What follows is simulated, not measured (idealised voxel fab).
Module name: voxel tone inversion (process module)
The cross-section shown here is cut; it is 265 nm wide and divided into square cells measuring 5 nm on a side.
Notation: cross-section as square-cell grid; stated in bands, top first, going down; one or more cell rows per band.
For a band, the entry starts with two heights in nm, that of the top and then that of the bottom, and carries on with the band's materials in order from left to right, each alongside its width in nm; the word "throughout" beside a single material means it fills the band edge to edge, and "empty" means empty space.
Ref level 0: as-received wafer is one material below here. Bottom band extends down with no lower bound ("0 down").
Think of "30 to 40" as a width that walks from the first number to the second as you go down the band, top row to bottom row, taking equal-sized steps from row to row.
Reading "changes: none" for a step: not a cell of the cross-section changed in it.
Empty spaces counting at least 8 cells and having no open way to the top are listed in "Voids lacking openings". The notation width x height at distance is used for each, the distance being from the left edge and all three values in nm.
Where a step's line continues beyond its settings, the continuation is a remark by the simulator itself on that step.
A step line may carry the setting "overlay nm", which, for steps involving a mask, states the distance by which the mask lay to the right of its intended position; negative values denote displacement to the left.
## Steps in the process plan
1. RECEIVE, material Si
2. CONFORMAL_DEP, material SiCN, thk nm 5
3. DIRECTIONAL_DEP, material aC, thk nm 20
4. PATTERN, tone cover, mask id POSTS, material resist, width nm 15, pitch nm 35, thk nm 25, overlay nm -15
5. DIRECTIONAL_ETCH, etch materials aC, depth nm 20
6. STRIP, etch materials resist
7. FILL_DEP, material SiO2, thk nm 5
8. CMP, height nm 25
9. STRIP, etch materials aC
Variable across wafers: step 4 overlay nm (plan value is that of the first wafer; starting state common to all).
## Cross-section, first of several wafers, as delivered after step 1
	0 down  Si throughout
	Voids lacking openings: none
## Cross-sectional representation of the first of several wafers at the end of the module, i.e. after its terminal step, step 9
	25 to 5  SiO2 (90), empty (15), SiO2 (20), empty (15), SiO2 (125)
	5 to 0  SiCN throughout
	0 down  Si throughout
	Voids lacking openings: none
## End of module: cross-section, last of several wafers
	25 to 5  SiO2 (120), empty (15), SiO2 (20), empty (15), SiO2 (95)
	5 to 0  SiCN throughout
	0 down  Si throughout
	Voids lacking openings: none
## Row per wafer, end-of-module: cell gain (+)/loss (-) by material since the wafer came in, then closed voids
overlay nm -15 | +53 SiCN | +188 SiO2 | Voids lacking openings: none
overlay nm -10 | +53 SiCN | +188 SiO2 | Voids lacking openings: none
overlay nm -5 | +53 SiCN | +188 SiO2 | Voids lacking openings: none
overlay nm 0 | +53 SiCN | +188 SiO2 | Voids lacking openings: none
overlay nm 5 | +53 SiCN | +188 SiO2 | Voids lacking openings: none
overlay nm 10 | +53 SiCN | +188 SiO2 | Voids lacking openings: none
overlay nm 15 | +53 SiCN | +188 SiO2 | Voids lacking openings: none
